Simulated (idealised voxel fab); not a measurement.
A process module follows: voxel trench capacitor.
Pictured: cross-section cut, 160 nm wide, on a grid of 5 nm square cells.
A cross-section in this document is a grid of square cells, and it is written down as bands, the top band listed before the ones below it; a band is made up of one or more rows of cells. A band entry consists of two parts. The first gives the height of the band's top and the height of its bottom, in nm. The rest lists the band's materials from left to right, each with its width in nm. A single material labelled with the word "edge to edge" fills the band from edge to edge, and the word "blank" marks empty space. Height datum 0, below which the as-received substrate wafer is one material. Lowest band open at the bottom, running downward: "0 and below". You'd read "30->40" like this: the band's top row of cells is as wide as the first number, its bottom row is as wide as the second, and going down, every row changes width by the same amount as the row before did. Step note "changes: none" = no cross-section cell changed. The entry titled "Trapped cavities" provides the empty spaces that have no open way to the top, restricted to those of 8 cells or more. Each is presented as width x height at distance, the distance being measured from the left edge, with all three in nm. Post-settings text on a step line: simulator's own remark regarding the step. Each step line may optionally specify "overlay nm", which for a step with a mask gives the rightward distance between the mask's planned place and where it lay, a negative value indicating the leftward direction.

Planned step list for the process
- 1: RECEIVE: material Si
- 2: CONFORMAL_DEP: material SiN, thk nm 5
- 3: DIRECTIONAL_DEP: material aC, thk nm 15
- 4: PATTERN: tone open, mask id TRENCH, material resist, width nm 15, pitch nm 35, thk nm 30, overlay nm 0
- 5: DIRECTIONAL_ETCH: etch materials aC, depth nm 15
- 6: STRIP: etch materials resist
- 7: DIRECTIONAL_ETCH: etch materials SiN, depth nm 5
- 8: DIRECTIONAL_ETCH: etch materials Si, depth nm 25
- 9: STRIP: etch materials aC
- 10: CONFORMAL_DEP: material Al2O3, thk nm 5
- 11: FILL_DEP: material polySi, thk nm 5
- 12: CMP: height nm 5

The cross-section here shows the wafer as received, i.e. in its state after step 1
	0 and below = Si edge to edge
	Trapped cavities: none

Look at the cross-section after the module: the wafer started out the way shown above and the plan was the one shown above, yet one mistake was made along the way
	5 down to 0 = SiN=55 | Al2O3=5 | polySi=10 | Al2O3=5 | SiN=15 | Al2O3=5 | polySi=10 | Al2O3=5 | SiN=50
	0 down to -20 = Si=55 | Al2O3=5 | polySi=10 | Al2O3=5 | Si=15 | Al2O3=5 | polySi=10 | Al2O3=5 | Si=50
	-20 down to -25 = Si=55 | Al2O3=20 | Si=15 | Al2O3=20 | Si=50
	-25 and below = Si edge to edge
	Trapped cavities: none
Processing error: not per plan at step 4, really ran PATTERN: tone open, mask id TRENCH, material resist, width nm 20, pitch nm 35, thk nm 30, overlay nm 0
